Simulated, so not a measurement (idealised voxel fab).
process module | voxel ribs on slabs
cross-section cut | 210 nm wide | cells 5 nm
A cross-section is a grid of square cells, given in bands from the top down. A band is one or more rows of cells.
Each band's line starts with the height of the band's top and of its bottom, in nm. Then come its materials from left to right, each with its width in nm. One material with "throughout" fills the band from edge to edge. "air" is empty space.
Height 0 is the level under which the wafer as received is all one material. The lowest band goes on downwards, as in "0 down".
A width such as "30 to 40" changes by the same amount from each row of cells to the next, from the band's top row to its bottom row.
"no change" after a step means that no cell of the cross-section changed.
closed voids: empty space of 8 cells or more with no open way to the top, each as width x height at its distance from the left edge, in nm
after a step's settings: what the simulator itself notes on the step
overlay nm, on a step with a mask: how far to the right of its planned place the mask lay; to the left if negative
plan
1 op RECEIVE | material Si
2 op DIRECTIONAL_DEP | material SiO2 | thk nm 20
3 op DIRECTIONAL_DEP | material SiN | thk nm 25
4 op MASKED_ETCH | tone cover | mask id RIB | width nm 15 | etch materials SiN | depth nm 10 | overlay nm 0
5 op PATTERN | tone cover | mask id SLAB | material resist | width nm 65 | thk nm 15 | overlay nm 0
6 op DIRECTIONAL_ETCH | etch materials SiN | depth nm 15
7 op STRIP | etch materials resist
8 op FILL_DEP | material SiO2 | thk nm 25
9 op CMP | height nm 70
10 op DIRECTIONAL_DEP | material TiN | thk nm 5
11 op PATTERN | tone cover | mask id HEATER | material resist | width nm 25 | thk nm 20 | overlay nm 0
12 op DIRECTIONAL_ETCH | etch materials TiN | depth nm 5
13 op STRIP | etch materials resist
14 op CONFORMAL_DEP | material SiN | thk nm 10
varied across the wafers: thk nm of step 2. The plan shows the first wafer's value. All wafers start alike
first wafer as received, after step 1
  0 down: Si throughout
  closed voids: none
first wafer at the end, after step 14
  85 to 80: air 80 | SiN 45 | air 85
  80 to 75: SiN throughout
  75 to 70: SiN 90 | TiN 25 | SiN 95
  70 to 45: SiO2 throughout
  45 to 35: SiO2 95 | SiN 15 | SiO2 100
  35 to 20: SiO2 70 | SiN 65 | SiO2 75
  20 to 0: SiO2 throughout
  0 down: Si throughout
  closed voids: none
last wafer at the end
  85 to 80: air 80 | SiN 45 | air 85
  80 to 75: SiN throughout
  75 to 70: SiN 90 | TiN 25 | SiN 95
  70 to 65: SiO2 throughout
  65 to 55: SiO2 95 | SiN 15 | SiO2 100
  55 to 40: SiO2 70 | SiN 65 | SiO2 75
  40 to 0: SiO2 throughout
  0 down: Si throughout
  closed voids: none
each wafer at the end: cells of each material gained (+) or lost (-) since it was received, then its closed voids
thk nm 20 | +133 SiN | +543 SiO2 | +5 TiN | closed voids: none
thk nm 25 | +133 SiN | +543 SiO2 | +5 TiN | closed voids: none
thk nm 30 | +133 SiN | +543 SiO2 | +5 TiN | closed voids: none
thk nm 35 | +133 SiN | +543 SiO2 | +5 TiN | closed voids: none
thk nm 40 | +133 SiN | +543 SiO2 | +5 TiN | closed voids: none
